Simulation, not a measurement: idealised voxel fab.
Process module name: voxel double patterning
Pictured: cross-section cut, 260 nm wide, on a grid of 5 nm square cells.
Throughout this document, each cross-section is represented as a grid of square cells and is presented as a sequence of bands enumerated from the top downward, where a band comprises one or more rows of cells. Per band: top height and bottom height in nm, followed by the left-to-right materials and their widths in nm; "everywhere" marks a single material spanning edge to edge, "air" marks empty space. Height datum 0, below which the as-received substrate wafer is one material. Lowest band open at the bottom, running downward: "top 0, no bottom". Top row gets the first number, bottom row gets the second, and each row in between changes by the same step: that is how a band width like "30->40" works. Where the words "no modification" appear for a step, the cross-section shows no cell changed by that step; every cell remained as before. Entry "Closed void inventory" = empty spaces >= 8 cells with no open way to the top; each as width x height at distance, distance from left edge, all nm. That trailing text on a step's line, after the settings, is the simulator's own remark on the step. Among the settings permitted on a step's line is "overlay nm"; applied to a step with a mask, it specifies the extent to which the mask lay to the right of its planned position, whereas a negative figure signifies a position to the left.
**Listed below are the process steps as planned**
- 1: RECEIVE,material Si
- 2: CONFORMAL_DEP,material SiN,thk nm 10
- 3: DIRECTIONAL_DEP,material SiO2,thk nm 15
- 4: DIRECTIONAL_DEP,material SiCN,thk nm 10
- 5: PATTERN,tone open,mask id FIRST,material resist,width nm 15,pitch nm 50,thk nm 15,overlay nm 0
- 6: DIRECTIONAL_ETCH,etch materials SiCN,depth nm 10
- 7: STRIP,etch materials resist
- 8: DIRECTIONAL_DEP,material aC,thk nm 15
- 9: PATTERN,tone open,mask id SECOND,material resist,width nm 15,thk nm 35,overlay nm 0
- 10: DIRECTIONAL_ETCH,etch materials aC,depth nm 15
- 11: STRIP,etch materials resist
- 12: DIRECTIONAL_ETCH,etch materials SiCN,depth nm 10
- 13: STRIP,etch materials aC
- 14: DIRECTIONAL_ETCH,etch materials SiO2,depth nm 5
- 15: STRIP,etch materials SiCN
Heads up: all these wafers start the same, and what changes between them is the depth nm in step 14. The value you see in the plan is just what the first wafer got.
**Step 1 complete: as-received cross-section of the first of several wafers**
    top 0, no bottom = Si everywhere
    Closed void inventory: none
**Take a look at the first of several wafers in cross-section: the module is done, and step 15 was its last step**
    top 25, bottom 20 = SiO2 (95), air (15), SiO2 (10), air (15), SiO2 (10), air (15), SiO2 (100)
    top 20, bottom 10 = SiO2 everywhere
    top 10, bottom 0 = SiN everywhere
    top 0, no bottom = Si everywhere
    Closed void inventory: none
**So this is the cross-section on the last wafer at the end of the module**
    top 25, bottom 10 = SiO2 (95), air (15), SiO2 (10), air (15), SiO2 (10), air (15), SiO2 (100)
    top 10, bottom 0 = SiN everywhere
    top 0, no bottom = Si everywhere
    Closed void inventory: none
**Quick key for the table: a row per wafer, taken at the end of the module. For each material it tells you how many cells the wafer gained (+) or lost (-) since it came in, and the closed voids come after**
depth nm 5; +104 SiN; +147 SiO2; Closed void inventory: none
depth nm 10; +104 SiN; +138 SiO2; Closed void inventory: none
depth nm 15; +104 SiN; +129 SiO2; Closed void inventory: none
depth nm 20; +104 SiN; +129 SiO2; Closed void inventory: none
depth nm 25; +104 SiN; +129 SiO2; Closed void inventory: none
depth nm 30; +104 SiN; +129 SiO2; Closed void inventory: none
